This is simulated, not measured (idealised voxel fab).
Title: Process Module voxel transistor to metal
Each square cell in cross-section cut measures 5 nm, and the section as a whole is 150 nm wide.
We lay out every cross-section as a grid of square cells and spell it out in bands from the top down, where one band means one or more rows of cells.
First you get the band's top height and its bottom height, in nm, and then the materials it's made of, left to right, with each width in nm. If you see a single material with "full width", that one covers the band edge to edge. "blank" is empty space.
Counting heights begins at 0, where everything beneath is, in the wafer as received, one material. The lowest band has no bottom; it goes on downwards, as "0 -> down" shows.
The two numbers in a width such as "30->40" mark its ends across the band: the first belongs to the top row of cells, the second to the bottom row, and from each row to the next the width moves by the same amount.
"same as before" -> step changed no cross-section cell.
Empty spaces without an open route to the top, at least 8 cells in extent, make up the entry "Non-vented voids"; each is given as width x height at distance, where the distance is measured from the left edge, and all are in nm.
Past the settings on a step's line: simulator remark, on that step.
overlay nm: mask offset rightward from planned place, masked step; negative means leftward offset.

Listed below are the process steps as planned:
- 1: RECEIVE: material Si
- 2: CONFORMAL_DEP: material SiO2, thk nm 5
- 3: CONFORMAL_DEP: material SiN, thk nm 15
- 4: DIRECTIONAL_DEP: material aC, thk nm 15
- 5: PATTERN: tone cover, mask id ACTIVE, material resist, width nm 95, thk nm 30, overlay nm 0
- 6: DIRECTIONAL_ETCH: etch materials aC, depth nm 15
- 7: STRIP: etch materials resist
- 8: DIRECTIONAL_ETCH: etch materials SiN, depth nm 15
- 9: DIRECTIONAL_ETCH: etch materials SiO2, depth nm 5
- 10: DIRECTIONAL_ETCH: etch materials Si, depth nm 30
- 11: STRIP: etch materials aC
- 12: FILL_DEP: material SiO2, thk nm 10
- 13: CMP: height nm 20
- 14: SELECTIVE_ETCH: etch materials SiO2, depth nm 10
- 15: STRIP: etch materials SiN
- 16: SELECTIVE_ETCH: etch materials SiO2, depth nm 5
- 17: OXIDIZE: depth nm 5
- 18: DIRECTIONAL_DEP: material polySi, thk nm 25
- 19: DIRECTIONAL_DEP: material SiCN, thk nm 15
- 20: PATTERN: tone cover, mask id GATE, material resist, width nm 15, thk nm 15, overlay nm 0
- 21: DIRECTIONAL_ETCH: etch materials SiCN, depth nm 25
- 22: DIRECTIONAL_ETCH: etch materials polySi, depth nm 35
- 23: STRIP: etch materials resist
- 24: CONFORMAL_DEP: material SiN, thk nm 10
- 25: DIRECTIONAL_ETCH: etch materials SiN, depth nm 10
- 26: DIRECTIONAL_ETCH: etch materials SiO2, depth nm 5
- 27: EPI: material SiGe, thk nm 5
- 28: FILL_DEP: material SiO2, thk nm 10
- 29: CMP: height nm 40
- 30: DIRECTIONAL_DEP: material SiO2, thk nm 15
- 31: MASKED_ETCH: tone open, mask id CONTACT, width nm 20, pitch nm 65, etch materials SiO2, depth nm 55, overlay nm 0
- 32: CONFORMAL_DEP: material TiN, thk nm 5
- 33: FILL_DEP: material W, thk nm 10
- 34: CMP: height nm 55
- 35: CONFORMAL_DEP: material SiCN, thk nm 5
- 36: DIRECTIONAL_DEP: material SiO2, thk nm 25
- 37: DIRECTIONAL_DEP: material aC, thk nm 10
- 38: PATTERN: tone open, mask id METAL_1, material resist, width nm 20, pitch nm 65, thk nm 25, overlay nm 0
- 39: DIRECTIONAL_ETCH: etch materials aC, depth nm 10
- 40: STRIP: etch materials resist
- 41: DIRECTIONAL_ETCH: etch materials SiO2, depth nm 25
- 42: DIRECTIONAL_ETCH: etch materials SiCN, depth nm 5
- 43: STRIP: etch materials aC
- 44: CONFORMAL_DEP: material TiN, thk nm 5
- 45: FILL_DEP: material Cu, thk nm 10
- 46: CMP: height nm 85
- 47: EPI: material Ru, thk nm 5
- 48: FILL_DEP: material SiCN, thk nm 5
- 49: DIRECTIONAL_DEP: material SiO2, thk nm 25
- 50: PATTERN: tone open, mask id METAL_2, material resist, width nm 20, pitch nm 65, thk nm 20, overlay nm 0
- 51: DIRECTIONAL_ETCH: etch materials SiO2, depth nm 15
- 52: STRIP: etch materials resist
- 53: DIRECTIONAL_DEP: material aC, thk nm 10
- 54: PATTERN: tone open, mask id METAL_2_HOLES, material resist, width nm 15, pitch nm 65, thk nm 30, overlay nm 0
- 55: DIRECTIONAL_ETCH: etch materials aC, depth nm 10
- 56: STRIP: etch materials resist
- 57: DIRECTIONAL_ETCH: etch materials SiO2, depth nm 10
- 58: DIRECTIONAL_ETCH: etch materials SiCN, depth nm 5
- 59: STRIP: etch materials aC
- 60: CONFORMAL_DEP: material TiN, thk nm 5
- 61: FILL_DEP: material Cu, thk nm 5
- 62: CMP: height nm 120
- 63: CONFORMAL_DEP: material SiN, thk nm 5

First wafer out of two, processed as planned:

Wafer cross-section on receipt, i.e. after step 1:
	0 -> down  Si full width
	Non-vented voids: none

Wafer xsec, post step 2:
	5 -> 0  SiO2 full width
	Under 0: no change, same as before.

Wafer xsec, post step 3:
	20 -> 5  SiN full width
	Under 5: no change, same as before.

Wafer xsec, post step 4:
	35 -> 20  aC full width
	Under 20: no change, same as before.

Wafer xsec, post step 5:
	65 -> 35  blank=25, resist=95, blank=30
	Under 35: no change, same as before.

Wafer xsec, post step 6:
	50 -> 35  blank=25, resist=95, blank=30
	35 -> 20  blank=25, aC=95, blank=30
	Under 20: no change, same as before.

Wafer xsec, post step 7:
	35 -> 20  blank=25, aC=95, blank=30
	Under 20: no change, same as before.

Wafer xsec, post step 8:
	35 -> 20  blank=25, aC=95, blank=30
	20 -> 5  blank=25, SiN=95, blank=30
	Under 5: no change, same as before.

Wafer xsec, post step 9:
	35 -> 20  blank=25, aC=95, blank=30
	20 -> 5  blank=25, SiN=95, blank=30
	5 -> 0  blank=25, SiO2=95, blank=30
	Under 0: no change, same as before.

Wafer xsec, post step 10:
	35 -> 20  blank=25, aC=95, blank=30
	20 -> 5  blank=25, SiN=95, blank=30
	5 -> 0  blank=25, SiO2=95, blank=30
	0 -> -30  blank=25, Si=95, blank=30
	Under -30: no change, same as before.

Wafer xsec, post step 11:
	20 -> 5  blank=25, SiN=95, blank=30
	Under 5: no change, same as before.

Wafer xsec, post step 12:
	30 -> 20  SiO2 full width
	20 -> 5  SiO2=25, SiN=95, SiO2=30
	5 -> 0  SiO2 full width
	0 -> -30  SiO2=25, Si=95, SiO2=30
	Under -30: no change, same as before.

Wafer xsec, post step 13:
	20 -> 5  SiO2=25, SiN=95, SiO2=30
	Under 5: no change, same as before.

Wafer xsec, post step 14:
	20 -> 10  blank=25, SiN=95, blank=30
	Under 10: no change, same as before.

Wafer xsec, post step 15:
	10 -> 5  SiO2=25, blank=95, SiO2=30
	Under 5: no change, same as before.

Wafer xsec, post step 16:
	5 -> 0  SiO2=20, blank=105, SiO2=25
	Under 0: no change, same as before.

Wafer xsec, post step 17:
	5 -> 0  SiO2=20, blank=105, SiO2=25
	0 -> -5  SiO2 full width
	Under -5: no change, same as before.

Wafer xsec, post step 18:
	30 -> 25  polySi=20, blank=105, polySi=25
	25 -> 5  polySi full width
	5 -> 0  SiO2=20, polySi=105, SiO2=25
	Under 0: no change, same as before.

Wafer xsec, post step 19:
	45 -> 40  SiCN=20, blank=105, SiCN=25
	40 -> 30  SiCN full width
	30 -> 25  polySi=20, SiCN=105, polySi=25
	Under 25: no change, same as before.

Wafer xsec, post step 20:
	60 -> 45  blank=65, resist=15, blank=70
	45 -> 40  SiCN=20, blank=45, resist=15, blank=45, SiCN=25
	Under 40: no change, same as before.

Wafer xsec, post step 21:
	60 -> 40  blank=65, resist=15, blank=70
	40 -> 30  blank=65, SiCN=15, blank=70
	30 -> 25  polySi=20, blank=45, SiCN=15, blank=45, polySi=25
	Under 25: no change, same as before.

Wafer xsec, post step 22:
	60 -> 40  blank=65, resist=15, blank=70
	40 -> 25  blank=65, SiCN=15, blank=70
	25 -> 5  blank=65, polySi=15, blank=70
	5 -> 0  SiO2=20, blank=45, polySi=15, blank=45, SiO2=25
	Under 0: no change, same as before.

Wafer xsec, post step 23:
	40 -> 25  blank=65, SiCN=15, blank=70
	Under 25: no change, same as before.

Wafer xsec, post step 24:
	50 -> 40  blank=55, SiN=35, blank=60
	40 -> 25  blank=55, SiN=10, SiCN=15, SiN=10, blank=60
	25 -> 15  blank=55, SiN=10, polySi=15, SiN=10, blank=60
	15 -> 10  SiN=30, blank=25, SiN=10, polySi=15, SiN=10, blank=25, SiN=35
	10 -> 5  SiN=65, polySi=15, SiN=70
	5 -> 0  SiO2=20, SiN=45, polySi=15, SiN=45, SiO2=25
	Under 0: no change, same as before.

Wafer xsec, post step 25:
	40 -> 25  blank=55, SiN=10, SiCN=15, SiN=10, blank=60
	25 -> 5  blank=55, SiN=10, polySi=15, SiN=10, blank=60
	5 -> 0  SiO2=20, SiN=10, blank=25, SiN=10, polySi=15, SiN=10, blank=25, SiN=10, SiO2=25
	Under 0: no change, same as before.

Wafer xsec, post step 26:
	40 -> 25  blank=55, SiN=10, SiCN=15, SiN=10, blank=60
	25 -> 5  blank=55, SiN=10, polySi=15, SiN=10, blank=60
	5 -> 0  blank=20, SiN=10, blank=25, SiN=10, polySi=15, SiN=10, blank=25, SiN=10, blank=25
	0 -> -5  SiO2=30, blank=25, SiO2=35, blank=25, SiO2=35
	Under -5: no change, same as before.

Wafer xsec, post step 27:
	40 -> 25  blank=55, SiN=10, SiCN=15, SiN=10, blank=60
	25 -> 5  blank=55, SiN=10, polySi=15, SiN=10, blank=60
	5 -> 0  blank=20, SiN=10, blank=25, SiN=10, polySi=15, SiN=10, blank=25, SiN=10, blank=25
	0 -> -5  SiO2=30, SiGe=25, SiO2=35, SiGe=25, SiO2=35
	Under -5: no change, same as before.

Wafer xsec, post step 28:
	50 -> 40  SiO2 full width
	40 -> 25  SiO2=55, SiN=10, SiCN=15, SiN=10, SiO2=60
	25 -> 5  SiO2=55, SiN=10, polySi=15, SiN=10, SiO2=60
	5 -> 0  SiO2=20, SiN=10, SiO2=25, SiN=10, polySi=15, SiN=10, SiO2=25, SiN=10, SiO2=25
	Under 0: no change, same as before.

Wafer xsec, post step 29:
	40 -> 25  SiO2=55, SiN=10, SiCN=15, SiN=10, SiO2=60
	Under 25: no change, same as before.

Wafer xsec, post step 30:
	55 -> 40  SiO2 full width
	Under 40: no change, same as before.

Wafer xsec, post step 31:
	55 -> 40  SiO2=30, blank=20, SiO2=45, blank=20, SiO2=35
	40 -> 25  SiO2=30, blank=20, SiO2=5, SiN=10, SiCN=15, SiN=10, SiO2=5, blank=20, SiO2=35
	25 -> 5  SiO2=30, blank=20, SiO2=5, SiN=10, polySi=15, SiN=10, SiO2=5, blank=20, SiO2=35
	5 -> 0  SiO2=20, SiN=10, blank=20, SiO2=5, SiN=10, polySi=15, SiN=10, SiO2=5, blank=20, SiN=10, SiO2=25
	Under 0: no change, same as before.

Wafer xsec, post step 32:
	60 -> 55  TiN=35, blank=10, TiN=55, blank=10, TiN=40
	55 -> 40  SiO2=30, TiN=5, blank=10, TiN=5, SiO2=45, TiN=5, blank=10, TiN=5, SiO2=35
	40 -> 25  SiO2=30, TiN=5, blank=10, TiN=5, SiO2=5, SiN=10, SiCN=15, SiN=10, SiO2=5, TiN=5, blank=10, TiN=5, SiO2=35
	25 -> 5  SiO2=30, TiN=5, blank=10, TiN=5, SiO2=5, SiN=10, polySi=15, SiN=10, SiO2=5, TiN=5, blank=10, TiN=5, SiO2=35
	5 -> 0  SiO2=20, SiN=10, TiN=20, SiO2=5, SiN=10, polySi=15, SiN=10, SiO2=5, TiN=20, SiN=10, SiO2=25
	Under 0: no change, same as before.

Wafer xsec, post step 33:
	70 -> 60  W full width
	60 -> 55  TiN=35, W=10, TiN=55, W=10, TiN=40
	55 -> 40  SiO2=30, TiN=5, W=10, TiN=5, SiO2=45, TiN=5, W=10, TiN=5, SiO2=35
	40 -> 25  SiO2=30, TiN=5, W=10, TiN=5, SiO2=5, SiN=10, SiCN=15, SiN=10, SiO2=5, TiN=5, W=10, TiN=5, SiO2=35
	25 -> 5  SiO2=30, TiN=5, W=10, TiN=5, SiO2=5, SiN=10, polySi=15, SiN=10, SiO2=5, TiN=5, W=10, TiN=5, SiO2=35
	Under 5: no change, same as before.

Wafer xsec, post step 34:
	55 -> 40  SiO2=30, TiN=5, W=10, TiN=5, SiO2=45, TiN=5, W=10, TiN=5, SiO2=35
	Under 40: no change, same as before.

Wafer xsec, post step 35:
	60 -> 55  SiCN full width
	Under 55: no change, same as before.

Wafer xsec, post step 36:
	85 -> 60  SiO2 full width
	Under 60: no change, same as before.

Wafer xsec, post step 37:
	95 -> 85  aC full width
	Under 85: no change, same as before.

Wafer xsec, post step 38:
	120 -> 95  resist=30, blank=20, resist=45, blank=20, resist=35
	Under 95: no change, same as before.

Wafer xsec, post step 39:
	110 -> 95  resist=30, blank=20, resist=45, blank=20, resist=35
	95 -> 85  aC=30, blank=20, aC=45, blank=20, aC=35
	Under 85: no change, same as before.

Wafer xsec, post step 40:
	95 -> 85  aC=30, blank=20, aC=45, blank=20, aC=35
	Under 85: no change, same as before.

Wafer xsec, post step 41:
	95 -> 85  aC=30, blank=20, aC=45, blank=20, aC=35
	85 -> 60  SiO2=30, blank=20, SiO2=45, blank=20, SiO2=35
	Under 60: no change, same as before.

Wafer xsec, post step 42:
	95 -> 85  aC=30, blank=20, aC=45, blank=20, aC=35
	85 -> 60  SiO2=30, blank=20, SiO2=45, blank=20, SiO2=35
	60 -> 55  SiCN=30, blank=20, SiCN=45, blank=20, SiCN=35
	Under 55: no change, same as before.

Wafer xsec, post step 43:
	85 -> 60  SiO2=30, blank=20, SiO2=45, blank=20, SiO2=35
	Under 60: no change, same as before.

Wafer xsec, post step 44:
	90 -> 85  TiN=35, blank=10, TiN=55, blank=10, TiN=40
	85 -> 60  SiO2=30, TiN=5, blank=10, TiN=5, SiO2=45, TiN=5, blank=10, TiN=5, SiO2=35
	60 -> 55  SiCN=30, TiN=20, SiCN=45, TiN=20, SiCN=35
	Under 55: no change, same as before.

Wafer xsec, post step 45:
	100 -> 90  Cu full width
	90 -> 85  TiN=35, Cu=10, TiN=55, Cu=10, TiN=40
	85 -> 60  SiO2=30, TiN=5, Cu=10, TiN=5, SiO2=45, TiN=5, Cu=10, TiN=5, SiO2=35
	Under 60: no change, same as before.

Wafer xsec, post step 46:
	85 -> 60  SiO2=30, TiN=5, Cu=10, TiN=5, SiO2=45, TiN=5, Cu=10, TiN=5, SiO2=35
	Under 60: no change, same as before.

Wafer xsec, post step 47:
	90 -> 85  blank=25, Ru=30, blank=35, Ru=30, blank=30
	Under 85: no change, same as before.

Wafer xsec, post step 48:
	95 -> 90  SiCN full width
	90 -> 85  SiCN=25, Ru=30, SiCN=35, Ru=30, SiCN=30
	Under 85: no change, same as before.

Wafer xsec, post step 49:
	120 -> 95  SiO2 full width
	Under 95: no change, same as before.

Wafer xsec, post step 50:
	140 -> 120  resist=30, blank=20, resist=45, blank=20, resist=35
	Under 120: no change, same as before.

Wafer xsec, post step 51:
	140 -> 120  resist=30, blank=20, resist=45, blank=20, resist=35
	120 -> 105  SiO2=30, blank=20, SiO2=45, blank=20, SiO2=35
	Under 105: no change, same as before.

Wafer xsec, post step 52:
	120 -> 105  SiO2=30, blank=20, SiO2=45, blank=20, SiO2=35
	Under 105: no change, same as before.

Wafer xsec, post step 53:
	130 -> 120  aC=30, blank=20, aC=45, blank=20, aC=35
	120 -> 115  SiO2=30, blank=20, SiO2=45, blank=20, SiO2=35
	115 -> 105  SiO2=30, aC=20, SiO2=45, aC=20, SiO2=35
	Under 105: no change, same as before.

Wafer xsec, post step 54:
	160 -> 130  resist=30, blank=15, resist=50, blank=15, resist=40
	130 -> 120  aC=30, blank=15, resist=5, aC=45, blank=15, resist=5, aC=35
	120 -> 115  SiO2=30, blank=15, resist=5, SiO2=45, blank=15, resist=5, SiO2=35
	Under 115: no change, same as before.

Wafer xsec, post step 55:
	150 -> 130  resist=30, blank=15, resist=50, blank=15, resist=40
	130 -> 120  aC=30, blank=15, resist=5, aC=45, blank=15, resist=5, aC=35
	120 -> 115  SiO2=30, blank=15, resist=5, SiO2=45, blank=15, resist=5, SiO2=35
	115 -> 105  SiO2=30, blank=15, aC=5, SiO2=45, blank=15, aC=5, SiO2=35
	Under 105: no change, same as before.

Wafer xsec, post step 56:
	130 -> 120  aC=30, blank=20, aC=45, blank=20, aC=35
	120 -> 115  SiO2=30, blank=20, SiO2=45, blank=20, SiO2=35
	Under 115: no change, same as before.

Wafer xsec, post step 57:
	130 -> 120  aC=30, blank=20, aC=45, blank=20, aC=35
	120 -> 115  SiO2=30, blank=20, SiO2=45, blank=20, SiO2=35
	115 -> 105  SiO2=30, blank=15, aC=5, SiO2=45, blank=15, aC=5, SiO2=35
	105 -> 95  SiO2=30, blank=15, SiO2=50, blank=15, SiO2=40
	Under 95: no change, same as before.

Wafer xsec, post step 58:
	130 -> 120  aC=30, blank=20, aC=45, blank=20, aC=35
	120 -> 115  SiO2=30, blank=20, SiO2=45, blank=20, SiO2=35
	115 -> 105  SiO2=30, blank=15, aC=5, SiO2=45, blank=15, aC=5, SiO2=35
	105 -> 95  SiO2=30, blank=15, SiO2=50, blank=15, SiO2=40
	95 -> 90  SiCN=30, blank=15, SiCN=50, blank=15, SiCN=40
	Under 90: no change, same as before.

Wafer xsec, post step 59:
	120 -> 105  SiO2=30, blank=20, SiO2=45, blank=20, SiO2=35
	Under 105: no change, same as before.

Wafer xsec, post step 60:
	125 -> 120  TiN=35, blank=10, TiN=55, blank=10, TiN=40
	120 -> 110  SiO2=30, TiN=5, blank=10, TiN=5, SiO2=45, TiN=5, blank=10, TiN=5, SiO2=35
	110 -> 105  SiO2=30, TiN=5, blank=5, TiN=10, SiO2=45, TiN=5, blank=5, TiN=10, SiO2=35
	105 -> 95  SiO2=30, TiN=5, blank=5, TiN=5, SiO2=50, TiN=5, blank=5, TiN=5, SiO2=40
	95 -> 90  SiCN=30, TiN=15, SiCN=50, TiN=15, SiCN=40
	Under 90: no change, same as before.

Wafer xsec, post step 61:
	130 -> 125  Cu full width
	125 -> 120  TiN=35, Cu=10, TiN=55, Cu=10, TiN=40
	120 -> 110  SiO2=30, TiN=5, Cu=10, TiN=5, SiO2=45, TiN=5, Cu=10, TiN=5, SiO2=35
	110 -> 105  SiO2=30, TiN=5, Cu=5, TiN=10, SiO2=45, TiN=5, Cu=5, TiN=10, SiO2=35
	105 -> 95  SiO2=30, TiN=5, Cu=5, TiN=5, SiO2=50, TiN=5, Cu=5, TiN=5, SiO2=40
	Under 95: no change, same as before.

Wafer xsec, post step 62:
	120 -> 110  SiO2=30, TiN=5, Cu=10, TiN=5, SiO2=45, TiN=5, Cu=10, TiN=5, SiO2=35
	Under 110: no change, same as before.

Wafer xsec, post step 63:
	125 -> 120  SiN full width
	Under 120: no change, same as before.

Second wafer, same starting state and plan as the first, one mistake in the run, identical through step 43:

Cross-section of the second wafer corresponding to the planned conclusion of step 44:
	90 -> 85  W=35, blank=10, W=55, blank=10, W=40
	85 -> 60  SiO2=30, W=5, blank=10, W=5, SiO2=45, W=5, blank=10, W=5, SiO2=35
	60 -> 55  SiCN=30, W=20, SiCN=45, W=20, SiCN=35
	Under 55: no change, same as before.

Cross-section of the second wafer corresponding to the planned conclusion of step 45:
	100 -> 90  Cu full width
	90 -> 85  W=35, Cu=10, W=55, Cu=10, W=40
	85 -> 60  SiO2=30, W=5, Cu=10, W=5, SiO2=45, W=5, Cu=10, W=5, SiO2=35
	Under 60: no change, same as before.

Cross-section of the second wafer corresponding to the planned conclusion of step 46:
	85 -> 60  SiO2=30, W=5, Cu=10, W=5, SiO2=45, W=5, Cu=10, W=5, SiO2=35
	Under 60: no change, same as before.

Cross-section of the second wafer corresponding to the planned conclusion of step 47:
	90 -> 85  blank=25, Ru=30, blank=35, Ru=30, blank=30
	Under 85: no change, same as before.

Cross-section of the second wafer corresponding to the planned conclusion of step 48:
	95 -> 90  SiCN full width
	90 -> 85  SiCN=25, Ru=30, SiCN=35, Ru=30, SiCN=30
	Under 85: no change, same as before.

Cross-section of the second wafer corresponding to the planned conclusion of step 49:
	120 -> 95  SiO2 full width
	Under 95: no change, same as before.

Cross-section of the second wafer corresponding to the planned conclusion of step 50:
	140 -> 120  resist=30, blank=20, resist=45, blank=20, resist=35
	Under 120: no change, same as before.

Cross-section of the second wafer corresponding to the planned conclusion of step 51:
	140 -> 120  resist=30, blank=20, resist=45, blank=20, resist=35
	120 -> 105  SiO2=30, blank=20, SiO2=45, blank=20, SiO2=35
	Under 105: no change, same as before.

Cross-section of the second wafer corresponding to the planned conclusion of step 52:
	120 -> 105  SiO2=30, blank=20, SiO2=45, blank=20, SiO2=35
	Under 105: no change, same as before.

Cross-section of the second wafer corresponding to the planned conclusion of step 53:
	130 -> 120  aC=30, blank=20, aC=45, blank=20, aC=35
	120 -> 115  SiO2=30, blank=20, SiO2=45, blank=20, SiO2=35
	115 -> 105  SiO2=30, aC=20, SiO2=45, aC=20, SiO2=35
	Under 105: no change, same as before.

Cross-section of the second wafer corresponding to the planned conclusion of step 54:
	160 -> 130  resist=30, blank=15, resist=50, blank=15, resist=40
	130 -> 120  aC=30, blank=15, resist=5, aC=45, blank=15, resist=5, aC=35
	120 -> 115  SiO2=30, blank=15, resist=5, SiO2=45, blank=15, resist=5, SiO2=35
	Under 115: no change, same as before.

Cross-section of the second wafer corresponding to the planned conclusion of step 55:
	150 -> 130  resist=30, blank=15, resist=50, blank=15, resist=40
	130 -> 120  aC=30, blank=15, resist=5, aC=45, blank=15, resist=5, aC=35
	120 -> 115  SiO2=30, blank=15, resist=5, SiO2=45, blank=15, resist=5, SiO2=35
	115 -> 105  SiO2=30, blank=15, aC=5, SiO2=45, blank=15, aC=5, SiO2=35
	Under 105: no change, same as before.

Cross-section of the second wafer corresponding to the planned conclusion of step 56:
	130 -> 120  aC=30, blank=20, aC=45, blank=20, aC=35
	120 -> 115  SiO2=30, blank=20, SiO2=45, blank=20, SiO2=35
	Under 115: no change, same as before.

Cross-section of the second wafer corresponding to the planned conclusion of step 57:
	130 -> 120  aC=30, blank=20, aC=45, blank=20, aC=35
	120 -> 115  SiO2=30, blank=20, SiO2=45, blank=20, SiO2=35
	115 -> 105  SiO2=30, blank=15, aC=5, SiO2=45, blank=15, aC=5, SiO2=35
	105 -> 95  SiO2=30, blank=15, SiO2=50, blank=15, SiO2=40
	Under 95: no change, same as before.

Cross-section of the second wafer corresponding to the planned conclusion of step 58:
	130 -> 120  aC=30, blank=20, aC=45, blank=20, aC=35
	120 -> 115  SiO2=30, blank=20, SiO2=45, blank=20, SiO2=35
	115 -> 105  SiO2=30, blank=15, aC=5, SiO2=45, blank=15, aC=5, SiO2=35
	105 -> 95  SiO2=30, blank=15, SiO2=50, blank=15, SiO2=40
	95 -> 90  SiCN=30, blank=15, SiCN=50, blank=15, SiCN=40
	Under 90: no change, same as before.

Cross-section of the second wafer corresponding to the planned conclusion of step 59:
	120 -> 105  SiO2=30, blank=20, SiO2=45, blank=20, SiO2=35
	Under 105: no change, same as before.

Cross-section of the second wafer corresponding to the planned conclusion of step 60:
	125 -> 120  TiN=35, blank=10, TiN=55, blank=10, TiN=40
	120 -> 110  SiO2=30, TiN=5, blank=10, TiN=5, SiO2=45, TiN=5, blank=10, TiN=5, SiO2=35
	110 -> 105  SiO2=30, TiN=5, blank=5, TiN=10, SiO2=45, TiN=5, blank=5, TiN=10, SiO2=35
	105 -> 95  SiO2=30, TiN=5, blank=5, TiN=5, SiO2=50, TiN=5, blank=5, TiN=5, SiO2=40
	95 -> 90  SiCN=30, TiN=15, SiCN=50, TiN=15, SiCN=40
	Under 90: no change, same as before.

Cross-section of the second wafer corresponding to the planned conclusion of step 61:
	130 -> 125  Cu full width
	125 -> 120  TiN=35, Cu=10, TiN=55, Cu=10, TiN=40
	120 -> 110  SiO2=30, TiN=5, Cu=10, TiN=5, SiO2=45, TiN=5, Cu=10, TiN=5, SiO2=35
	110 -> 105  SiO2=30, TiN=5, Cu=5, TiN=10, SiO2=45, TiN=5, Cu=5, TiN=10, SiO2=35
	105 -> 95  SiO2=30, TiN=5, Cu=5, TiN=5, SiO2=50, TiN=5, Cu=5, TiN=5, SiO2=40
	Under 95: no change, same as before.

Cross-section of the second wafer corresponding to the planned conclusion of step 62:
	120 -> 110  SiO2=30, TiN=5, Cu=10, TiN=5, SiO2=45, TiN=5, Cu=10, TiN=5, SiO2=35
	Under 110: no change, same as before.

Cross-section of the second wafer corresponding to the planned conclusion of step 63:
	125 -> 120  SiN full width
	Under 120: no change, same as before.
Where did the run depart from the plan? off-plan run, step 44, actual operation and settings CONFORMAL_DEP: material W, thk nm 5
Wrapping up, a cell-based count of both wafers puts the second over or under the first for these materials: -28 TiN | +28 W
